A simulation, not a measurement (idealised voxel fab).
Process module in this document: voxel wiring stack
The figure presents cross-section cut, which has a width of 260 nm and is divided into square cells with an edge length of 5 nm.
Each cross-section below is a grid of square cells, stated as bands in top-down order, with one or more rows of cells making up each band. Band entry format. Leading values: height of top, height of bottom, nm. Remainder: materials in left-to-right order, each with its width in nm. Special words: "throughout" on a single material, which then fills the band edge to edge; "empty", empty space. Note: height 0 marks the level under which the wafer is uniformly one material as received. Lowest band unbounded below, written "0..down". When a width is written as two numbers, as in "30 to 40", the first number is the width in the top row of cells of the band and the second is the width in its bottom row, and the width changes by the same amount from each row to the next. It should be understood that the words "no modifications", when stated for a given step, signify that the cross-section underwent no change in any of its cells during that step. If an empty space has no open way to the top and is at least 8 cells in size, "Closed-off voids" lists it, written width x height at distance, where distance is measured from the left edge and every value is in nm. That trailing text on a step's line, after the settings, is the simulator's own remark on the step. The optional step-line setting "overlay nm" applies to steps with a mask and quantifies how far to the right of its planned location the mask lay, a negative value indicating leftward placement.
Set out below are the planned steps of the process
1: op RECEIVE | material Si
2: op CONFORMAL_DEP | material SiO2 | thk nm 15
3: op CONFORMAL_DEP | material SiCN | thk nm 5
4: op DIRECTIONAL_DEP | material lowk | thk nm 25
5: op PATTERN | tone open | mask id METAL_1 | material resist | width nm 25 | pitch nm 40 | thk nm 15 | overlay nm 0
6: op DIRECTIONAL_ETCH | etch materials lowk | depth nm 25
7: op DIRECTIONAL_ETCH | etch materials SiCN | depth nm 5
8: op STRIP | etch materials resist
9: op CONFORMAL_DEP | material TiN | thk nm 5
10: op FILL_DEP | material Cu | thk nm 10
11: op CMP | height nm 45
12: op CONFORMAL_DEP | material SiCN | thk nm 5
13: op DIRECTIONAL_DEP | material lowk | thk nm 35
14: op PATTERN | tone open | mask id METAL_2_HOLES | material resist | width nm 15 | pitch nm 40 | thk nm 15 | overlay nm 0
15: op DIRECTIONAL_ETCH | etch materials lowk | depth nm 35
16: op STRIP | etch materials resist
17: op MASKED_ETCH | tone open | mask id METAL_2 | width nm 25 | pitch nm 40 | etch materials lowk | depth nm 20 | overlay nm 0
18: op MASKED_ETCH | tone open | mask id METAL_2 | width nm 25 | pitch nm 40 | etch materials SiCN | depth nm 5 | overlay nm 0
19: op CONFORMAL_DEP | material TiN | thk nm 5
20: op FILL_DEP | material Ru | thk nm 5
21: op CMP | height nm 85
22: op CONFORMAL_DEP | material SiCN | thk nm 5
23: op DIRECTIONAL_DEP | material lowk | thk nm 35
24: op DIRECTIONAL_DEP | material aC | thk nm 10
25: op PATTERN | tone open | mask id METAL_3 | material resist | width nm 25 | pitch nm 40 | thk nm 30 | overlay nm 0
26: op DIRECTIONAL_ETCH | etch materials aC | depth nm 10
27: op STRIP | etch materials resist
28: op DIRECTIONAL_ETCH | etch materials lowk | depth nm 20
29: op STRIP | etch materials aC
30: op DIRECTIONAL_DEP | material aC | thk nm 10
31: op PATTERN | tone open | mask id METAL_3_HOLES | material resist | width nm 15 | pitch nm 80 | thk nm 30 | overlay nm 0
32: op DIRECTIONAL_ETCH | etch materials aC | depth nm 10
33: op STRIP | etch materials resist
34: op DIRECTIONAL_ETCH | etch materials lowk | depth nm 15
35: op DIRECTIONAL_ETCH | etch materials SiCN | depth nm 5
36: op STRIP | etch materials aC
37: op CONFORMAL_DEP | material TiN | thk nm 5
38: op FILL_DEP | material Cu | thk nm 10
39: op CMP | height nm 125
40: op CONFORMAL_DEP | material SiCN | thk nm 5
41: op DIRECTIONAL_DEP | material lowk | thk nm 35
42: op PATTERN | tone open | mask id METAL_4_HOLES | material resist | width nm 15 | pitch nm 40 | thk nm 20 | overlay nm 0
43: op DIRECTIONAL_ETCH | etch materials lowk | depth nm 35
44: op STRIP | etch materials resist
45: op DIRECTIONAL_DEP | material aC | thk nm 10
46: op PATTERN | tone open | mask id METAL_4 | material resist | width nm 25 | pitch nm 40 | thk nm 30 | overlay nm 0
47: op DIRECTIONAL_ETCH | etch materials aC | depth nm 10
48: op STRIP | etch materials resist
49: op DIRECTIONAL_ETCH | etch materials lowk | depth nm 20
50: op DIRECTIONAL_ETCH | etch materials SiCN | depth nm 5
51: op STRIP | etch materials aC
52: op CONFORMAL_DEP | material TiN | thk nm 5
53: op FILL_DEP | material Cu | thk nm 10
54: op CMP | height nm 165
55: op CONFORMAL_DEP | material SiCN | thk nm 5
Cross-section of the incoming wafer, state after step 1
- 0..down = Si throughout
- Closed-off voids: none
Wafer at module end, in section. Began as above, planned as above, run with one mistake
- 170..165 = SiCN throughout
- 165..150 = lowk=75 | TiN=5 | Cu=15 | TiN=5 | lowk=15 | TiN=5 | Cu=15 | TiN=5 | lowk=15 | TiN=5 | Cu=15 | TiN=5 | lowk=80
- 150..145 = lowk=75 | TiN=5 | Cu=5 | TiN=15 | lowk=15 | TiN=5 | Cu=5 | TiN=15 | lowk=15 | TiN=5 | Cu=5 | TiN=15 | lowk=80
- 145..130 = lowk=75 | TiN=5 | Cu=5 | TiN=5 | lowk=25 | TiN=5 | Cu=5 | TiN=5 | lowk=25 | TiN=5 | Cu=5 | TiN=5 | lowk=90
- 130..125 = SiCN=75 | TiN=15 | SiCN=25 | TiN=15 | SiCN=25 | TiN=15 | SiCN=90
- 125..115 = lowk=70 | TiN=5 | Cu=20 | TiN=5 | lowk=15 | TiN=5 | Cu=15 | TiN=5 | lowk=10 | TiN=5 | Cu=20 | TiN=5 | lowk=80
- 115..110 = lowk=70 | TiN=10 | Cu=15 | TiN=5 | lowk=15 | TiN=5 | Cu=15 | TiN=5 | lowk=10 | TiN=10 | Cu=15 | TiN=5 | lowk=80
- 110..105 = lowk=75 | TiN=5 | Cu=10 | TiN=10 | lowk=15 | TiN=25 | lowk=15 | TiN=5 | Cu=10 | TiN=10 | lowk=80
- 105..90 = lowk=75 | TiN=5 | Cu=10 | TiN=5 | lowk=60 | TiN=5 | Cu=10 | TiN=5 | lowk=85
- 90..85 = SiCN=75 | TiN=20 | SiCN=60 | TiN=20 | SiCN=85
- 85..70 = lowk=75 | TiN=5 | Ru=15 | TiN=5 | lowk=15 | TiN=5 | Ru=15 | TiN=5 | lowk=15 | TiN=5 | Ru=15 | TiN=5 | lowk=80
- 70..65 = lowk=75 | TiN=5 | Ru=5 | TiN=15 | lowk=15 | TiN=5 | Ru=5 | TiN=15 | lowk=15 | TiN=5 | Ru=5 | TiN=15 | lowk=80
- 65..50 = lowk=75 | TiN=5 | Ru=5 | TiN=5 | lowk=25 | TiN=5 | Ru=5 | TiN=5 | lowk=25 | TiN=5 | Ru=5 | TiN=5 | lowk=90
- 50..45 = SiCN=75 | TiN=15 | SiCN=25 | TiN=15 | SiCN=25 | TiN=15 | SiCN=90
- 45..20 = lowk=75 | TiN=5 | Cu=15 | TiN=5 | lowk=15 | TiN=5 | Cu=15 | TiN=5 | lowk=15 | TiN=5 | Cu=15 | TiN=5 | lowk=80
- 20..15 = SiCN=75 | TiN=25 | SiCN=15 | TiN=25 | SiCN=15 | TiN=25 | SiCN=80
- 15..0 = SiO2 throughout
- 0..down = Si throughout
- Closed-off voids: none
Deviation noted in wafer processing: step 31 did not use the planned setting and instead ran as op PATTERN | tone open | mask id METAL_3_HOLES | material resist | width nm 25 | pitch nm 80 | thk nm 30 | overlay nm 0
